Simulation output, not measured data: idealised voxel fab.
process module | voxel double patterning
cross-section cut | 235 nm wide | cells 5 nm
A cross-section is a grid of square cells, given in bands from the top down. A band is one or more rows of cells.
Each band's line starts with the height of the band's top and of its bottom, in nm. Then come its materials from left to right, each with its width in nm. One material with "throughout" fills the band from edge to edge. "air" is empty space.
Height 0 is the level under which the wafer as received is all one material. The lowest band goes on downwards, as in "0 down".
A width such as "30 to 40" changes by the same amount from each row of cells to the next, from the band's top row to its bottom row.
"no change" after a step means that no cell of the cross-section changed.
closed voids: empty space of 8 cells or more with no open way to the top, each as width x height at its distance from the left edge, in nm
after a step's settings: what the simulator itself notes on the step
overlay nm, on a step with a mask: how far to the right of its planned place the mask lay; to the left if negative
plan
1 op RECEIVE | material Si
2 op CONFORMAL_DEP | material SiO2 | thk nm 10
3 op DIRECTIONAL_DEP | material W | thk nm 15
4 op DIRECTIONAL_DEP | material SiN | thk nm 5
5 op PATTERN | tone open | mask id FIRST | material resist | width nm 15 | pitch nm 50 | thk nm 20 | overlay nm 0
6 op DIRECTIONAL_ETCH | etch materials SiN | depth nm 5
7 op STRIP | etch materials resist
8 op MASKED_ETCH | tone open | mask id SECOND | width nm 15 | etch materials SiN | depth nm 5 | overlay nm 0
9 op DIRECTIONAL_ETCH | etch materials W | depth nm 15
10 op STRIP | etch materials SiN
as received, after step 1
  0 down: Si throughout
  closed voids: none
a wafer at the end: this start, this plan, one mistake
  25 to 10: W 85 | air 15 | W 5 | air 25 | W 5 | air 15 | W 85
  10 to 0: SiO2 throughout
  0 down: Si throughout
  closed voids: none
what went wrong: step 8 ran as: op MASKED_ETCH | tone open | mask id SECOND | width nm 25 | etch materials SiN | depth nm 5 | overlay nm 0
